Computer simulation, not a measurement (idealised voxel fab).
Name of the process module below: voxel ribs on slabs
FYI the section here is cut, 145 nm wide, cells are 5 nm squares.
A cross-section in this document is a grid of square cells, and it is written down as bands, the top band listed before the ones below it; a band is made up of one or more rows of cells.
It is stipulated that each band's entry specify, in nanometres, the height of the top of the band and then that of its bottom, followed by the materials of the band in left-to-right sequence, each together with its width in nanometres. A single material marked by the word "full width" is understood to fill the band from edge to edge; the word "empty" is understood to denote empty space.
Below 0: as-received wafer, all one material; heights counted from there. Lowest band: no bottom, goes on down, written "0 -> down".
The width entry "30->40" should be interpreted row by row: the top row of cells in the band takes the first number, the bottom row takes the second number, and the change between adjacent rows is uniform throughout.
It should be understood that the words "remained unchanged", when stated for a given step, signify that the cross-section underwent no change in any of its cells during that step.
The entry titled "Sealed void list" provides the empty spaces that have no open way to the top, restricted to those of 8 cells or more. Each is presented as width x height at distance, the distance being measured from the left edge, with all three in nm.
Step line, after settings: the simulator's comment on this step.
overlay nm: how far to the right of its planned place the mask lay on this masked step (negative: to the left).
# Steps in the process plan
- 1: RECEIVE (material Si)
- 2: DIRECTIONAL_DEP (material SiO2; thk nm 25)
- 3: DIRECTIONAL_DEP (material polySi; thk nm 15)
- 4: DIRECTIONAL_DEP (material aC; thk nm 10)
- 5: PATTERN (tone cover; mask id RIB; material resist; width nm 15; thk nm 30; overlay nm 0)
- 6: DIRECTIONAL_ETCH (etch materials aC; depth nm 10)
- 7: STRIP (etch materials resist)
- 8: DIRECTIONAL_ETCH (etch materials polySi; depth nm 10)
- 9: STRIP (etch materials aC)
- 10: MASKED_ETCH (tone cover; mask id SLAB; width nm 55; etch materials polySi; depth nm 5; overlay nm 0)
- 11: FILL_DEP (material SiO2; thk nm 25)
- 12: CMP (height nm 55)
- 13: DIRECTIONAL_DEP (material TiN; thk nm 10)
- 14: PATTERN (tone cover; mask id HEATER; material resist; width nm 25; thk nm 20; overlay nm 0)
- 15: DIRECTIONAL_ETCH (etch materials TiN; depth nm 10)
- 16: STRIP (etch materials resist)
- 17: CONFORMAL_DEP (material SiO2; thk nm 5)
# Cross-section of the wafer at receipt, which is the condition after step 1
- 0 -> down = Si full width
- Sealed void list: none
# As-planned run: cross-section of the first of two wafers at end of module
- 70 -> 65 = empty (55) | SiO2 (35) | empty (55)
- 65 -> 60 = empty (55) | SiO2 (5) | TiN (25) | SiO2 (5) | empty (55)
- 60 -> 55 = SiO2 (60) | TiN (25) | SiO2 (60)
- 55 -> 40 = SiO2 full width
- 40 -> 30 = SiO2 (65) | polySi (15) | SiO2 (65)
- 30 -> 25 = SiO2 (45) | polySi (55) | SiO2 (45)
- 25 -> 0 = SiO2 full width
- 0 -> down = Si full width
- Sealed void list: none
# The second wafer, shown in cross-section after the module: started the same way as the first and given the same plan, yet one mistake crept into how it was run
- 70 -> 65 = empty (55) | SiO2 (35) | empty (55)
- 65 -> 60 = empty (55) | SiO2 (5) | TiN (25) | SiO2 (5) | empty (55)
- 60 -> 55 = SiO2 (60) | TiN (25) | SiO2 (60)
- 55 -> 50 = SiO2 (45) | polySi (55) | SiO2 (45)
- 50 -> 0 = SiO2 full width
- 0 -> down = Si full width
- Sealed void list: none
Nonconformance to the process plan: plan step 2 ran twice
In the final state, the cell counts of the second wafer exceed or fall short of those of the first for the following materials: 6 more of SiO2; 6 fewer of polySi
